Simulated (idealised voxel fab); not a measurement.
process module | voxel self aligned contacts
cross-section cut | 290 nm wide | cells 5 nm
A cross-section is a grid of square cells, given in bands from the top down. A band is one or more rows of cells.
Each band's line starts with the height of the band's top and of its bottom, in nm. Then come its materials from left to right, each with its width in nm. One material with "throughout" fills the band from edge to edge. "air" is empty space.
Height 0 is the level under which the wafer as received is all one material. The lowest band goes on downwards, as in "0 down".
A width such as "30 to 40" changes by the same amount from each row of cells to the next, from the band's top row to its bottom row.
"no change" after a step means that no cell of the cross-section changed.
closed voids: empty space of 8 cells or more with no open way to the top, each as width x height at its distance from the left edge, in nm
after a step's settings: what the simulator itself notes on the step
overlay nm, on a step with a mask: how far to the right of its planned place the mask lay; to the left if negative
plan
1 op RECEIVE | material Si
2 op CONFORMAL_DEP | material SiO2 | thk nm 5
3 op DIRECTIONAL_DEP | material polySi | thk nm 25
4 op DIRECTIONAL_DEP | material SiN | thk nm 20
5 op DIRECTIONAL_DEP | material aC | thk nm 10
6 op PATTERN | tone cover | mask id GATE | material resist | width nm 35 | pitch nm 60 | thk nm 25 | overlay nm 0
7 op DIRECTIONAL_ETCH | etch materials aC | depth nm 10
8 op STRIP | etch materials resist
9 op DIRECTIONAL_ETCH | etch materials SiN | depth nm 20
10 op DIRECTIONAL_ETCH | etch materials polySi | depth nm 25
11 op STRIP | etch materials aC
12 op CONFORMAL_DEP | material SiN | thk nm 5
13 op DIRECTIONAL_ETCH | etch materials SiN | depth nm 5
14 op FILL_DEP | material SiO2 | thk nm 10
15 op CMP | height nm 55
16 op MASKED_ETCH | tone open | mask id CONTACT | width nm 35 | etch materials SiO2 | depth nm 55 | overlay nm 0
17 op CONFORMAL_DEP | material TiN | thk nm 5
18 op FILL_DEP | material W | thk nm 5
19 op CMP | height nm 55
20 op CONFORMAL_DEP | material SiN | thk nm 5
as received, after step 1
  0 down: Si throughout
  closed voids: none
a wafer at the end: this start, this plan, one mistake
  60 to 55: SiN throughout
  55 to 35: SiO2 90 | SiN 45 | TiN 5 | W 5 | TiN 5 | SiN 45 | SiO2 95
  35 to 15: SiO2 90 | SiN 5 | polySi 35 | SiN 5 | TiN 5 | W 5 | TiN 5 | SiN 5 | polySi 35 | SiN 5 | SiO2 95
  15 to 10: SiO2 90 | SiN 5 | polySi 35 | SiN 5 | TiN 15 | SiN 5 | polySi 35 | SiN 5 | SiO2 95
  10 to 5: polySi throughout
  5 to 0: SiO2 throughout
  0 down: Si throughout
  closed voids: none
what went wrong: step 3 ran as: op DIRECTIONAL_DEP | material polySi | thk nm 30
